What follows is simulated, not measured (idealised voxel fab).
Process module name: voxel transistor to metal
Square cells of 5 nm make up the cross-section cut, whose width is 275 nm.
Format of a cross-section: grid, square cells. Given as bands. Order: top down. Band: one or more rows of cells. Read a band's entry like this: the first values are the height of its top and the height of its bottom in nm, and what follows is the sequence of materials from left to right, each with its width in nm. Note that "air" is empty space, and that a single material marked "everywhere" reaches across the band from edge to edge. Where do heights start? At 0: under that level the wafer as delivered is made of one material only. And the lowest band has no floor; it just carries on downward, as in "0 and below". A two-number width, for instance "30..40", indicates that the width is equal to the first number in the top row of the band and to the second number in the bottom row, and that it changes by a constant amount per row of cells. "all unchanged", as given for a step, is the statement that not any cell of the cross-section underwent a change during that step. The entry "Unvented internal voids" lists the empty spaces that cover at least 8 cells and have no open path to the top. Each is written as width x height at distance, where the distance is measured from the left edge and all three values are in nm. Step line, after settings: the simulator's comment on this step. What "overlay nm" on a step's line means: if the step has a mask, that mask lay this far to the right of its planned place, or, when the value is negative, to the left.
Planned step list for the process:
1,RECEIVE with material Si
2,CONFORMAL_DEP with material SiO2, thk nm 5
3,CONFORMAL_DEP with material SiN, thk nm 10
4,PATTERN with tone cover, mask id ACTIVE, material resist, width nm 105, pitch nm 125, thk nm 20, overlay nm 0
5,DIRECTIONAL_ETCH with etch materials SiN, depth nm 10
6,DIRECTIONAL_ETCH with etch materials SiO2, depth nm 5
7,DIRECTIONAL_ETCH with etch materials Si, depth nm 30
8,STRIP with etch materials resist
9,FILL_DEP with material SiO2, thk nm 15
10,CMP with height nm 15
11,SELECTIVE_ETCH with etch materials SiO2, depth nm 5
12,STRIP with etch materials SiN
13,SELECTIVE_ETCH with etch materials SiO2, depth nm 5
14,OXIDIZE with depth nm 5
15,DIRECTIONAL_DEP with material polySi, thk nm 20
16,DIRECTIONAL_DEP with material SiCN, thk nm 10
17,PATTERN with tone cover, mask id GATE, material resist, width nm 25, pitch nm 125, thk nm 20, overlay nm 0
18,DIRECTIONAL_ETCH with etch materials SiCN, depth nm 20
19,DIRECTIONAL_ETCH with etch materials polySi, depth nm 30
20,STRIP with etch materials resist
21,CONFORMAL_DEP with material SiN, thk nm 10
22,DIRECTIONAL_ETCH with etch materials SiN, depth nm 10
23,DIRECTIONAL_ETCH with etch materials SiO2, depth nm 5
24,DIRECTIONAL_ETCH with etch materials Si, depth nm 10
25,EPI with material SiGe, thk nm 15
26,FILL_DEP with material SiO2, thk nm 5
27,CMP with height nm 30
28,DIRECTIONAL_DEP with material SiO2, thk nm 15
29,DIRECTIONAL_DEP with material aC, thk nm 10
30,PATTERN with tone open, mask id CONTACT, material resist, width nm 30, thk nm 25, overlay nm 0
31,DIRECTIONAL_ETCH with etch materials aC, depth nm 10
32,STRIP with etch materials resist
33,DIRECTIONAL_ETCH with etch materials SiO2, depth nm 35
34,STRIP with etch materials aC
35,CONFORMAL_DEP with material TiN, thk nm 5
36,FILL_DEP with material W, thk nm 5
37,CMP with height nm 45
38,CONFORMAL_DEP with material SiCN, thk nm 5
39,DIRECTIONAL_DEP with material lowk, thk nm 15
40,MASKED_ETCH with tone open, mask id METAL_1, width nm 20, etch materials lowk, depth nm 15, overlay nm 0
41,MASKED_ETCH with tone open, mask id METAL_1, width nm 20, etch materials SiCN, depth nm 5, overlay nm 0
42,CONFORMAL_DEP with material TiN, thk nm 5
43,FILL_DEP with material Ru, thk nm 5
44,CMP with height nm 65
45,CONFORMAL_DEP with material SiN, thk nm 5
Cross-section: wafer on arrival = after step 1:
> 0 and below | Si everywhere
> Unvented internal voids: none
Wafer at module end, in section. Began as above, planned as above, run with one mistake:
> 75 down to 70 | SiN everywhere
> 70 down to 65 | TiN 30 nm, Ru 10 nm, TiN 65 nm, Ru 10 nm, TiN 40 nm, Ru 10 nm, TiN 65 nm, Ru 10 nm, TiN 35 nm
> 65 down to 50 | lowk 25 nm, TiN 5 nm, Ru 10 nm, TiN 5 nm, lowk 55 nm, TiN 5 nm, Ru 10 nm, TiN 5 nm, lowk 30 nm, TiN 5 nm, Ru 10 nm, TiN 5 nm, lowk 55 nm, TiN 5 nm, Ru 10 nm, TiN 5 nm, lowk 30 nm
> 50 down to 45 | SiCN 25 nm, TiN 20 nm, SiCN 55 nm, TiN 20 nm, SiCN 30 nm, TiN 20 nm, SiCN 55 nm, TiN 20 nm, SiCN 30 nm
> 45 down to 35 | SiO2 25 nm, TiN 5 nm, W 20 nm, TiN 5 nm, SiO2 35 nm, TiN 5 nm, W 20 nm, TiN 5 nm, SiO2 30 nm, TiN 5 nm, W 20 nm, TiN 5 nm, SiO2 35 nm, TiN 5 nm, W 20 nm, TiN 5 nm, SiO2 30 nm
> 35 down to 30 | SiO2 25 nm, TiN 5 nm, W 15 nm, TiN 10 nm, SiO2 35 nm, TiN 10 nm, W 15 nm, TiN 5 nm, SiO2 30 nm, TiN 5 nm, W 15 nm, TiN 10 nm, SiO2 35 nm, TiN 10 nm, W 15 nm, TiN 5 nm, SiO2 30 nm
> 30 down to 20 | SiO2 25 nm, TiN 5 nm, W 15 nm, TiN 5 nm, SiN 10 nm, SiCN 25 nm, SiN 10 nm, TiN 5 nm, W 15 nm, TiN 5 nm, SiO2 30 nm, TiN 5 nm, W 15 nm, TiN 5 nm, SiN 10 nm, SiCN 25 nm, SiN 10 nm, TiN 5 nm, W 15 nm, TiN 5 nm, SiO2 30 nm
> 20 down to 15 | SiO2 25 nm, TiN 5 nm, W 15 nm, TiN 5 nm, SiN 10 nm, polySi 25 nm, SiN 10 nm, TiN 5 nm, W 15 nm, TiN 5 nm, SiO2 30 nm, TiN 5 nm, W 15 nm, TiN 5 nm, SiN 10 nm, polySi 25 nm, SiN 10 nm, TiN 5 nm, W 15 nm, TiN 5 nm, SiO2 30 nm
> 15 down to 10 | SiO2 25 nm, TiN 25 nm, SiN 10 nm, polySi 25 nm, SiN 10 nm, TiN 25 nm, SiO2 30 nm, TiN 25 nm, SiN 10 nm, polySi 25 nm, SiN 10 nm, TiN 25 nm, SiO2 30 nm
> 10 down to 5 | SiO2 20 nm, SiGe 30 nm, SiN 10 nm, polySi 25 nm, SiN 10 nm, SiGe 30 nm, SiO2 20 nm, SiGe 30 nm, SiN 10 nm, polySi 25 nm, SiN 10 nm, SiGe 30 nm, SiO2 25 nm
> 5 down to 0 | SiO2 15 nm, SiN 10 nm, SiGe 25 nm, SiN 10 nm, polySi 25 nm, SiN 10 nm, SiGe 25 nm, SiN 10 nm, SiO2 10 nm, SiN 10 nm, SiGe 25 nm, SiN 10 nm, polySi 25 nm, SiN 10 nm, SiGe 25 nm, SiN 10 nm, SiO2 20 nm
> 0 down to -5 | SiO2 25 nm, SiGe 25 nm, SiO2 45 nm, SiGe 25 nm, SiO2 30 nm, SiGe 25 nm, SiO2 45 nm, SiGe 25 nm, SiO2 30 nm
> -5 down to -15 | SiO2 20 nm, Si 5 nm, SiGe 25 nm, Si 45 nm, SiGe 25 nm, Si 5 nm, SiO2 20 nm, Si 5 nm, SiGe 25 nm, Si 45 nm, SiGe 25 nm, Si 5 nm, SiO2 25 nm
> -15 down to -30 | SiO2 20 nm, Si 105 nm, SiO2 20 nm, Si 105 nm, SiO2 25 nm
> -30 and below | Si everywhere
> Unvented internal voids: none
what went wrong: step 44 deviated from plan and actually ran as CMP with height nm 70
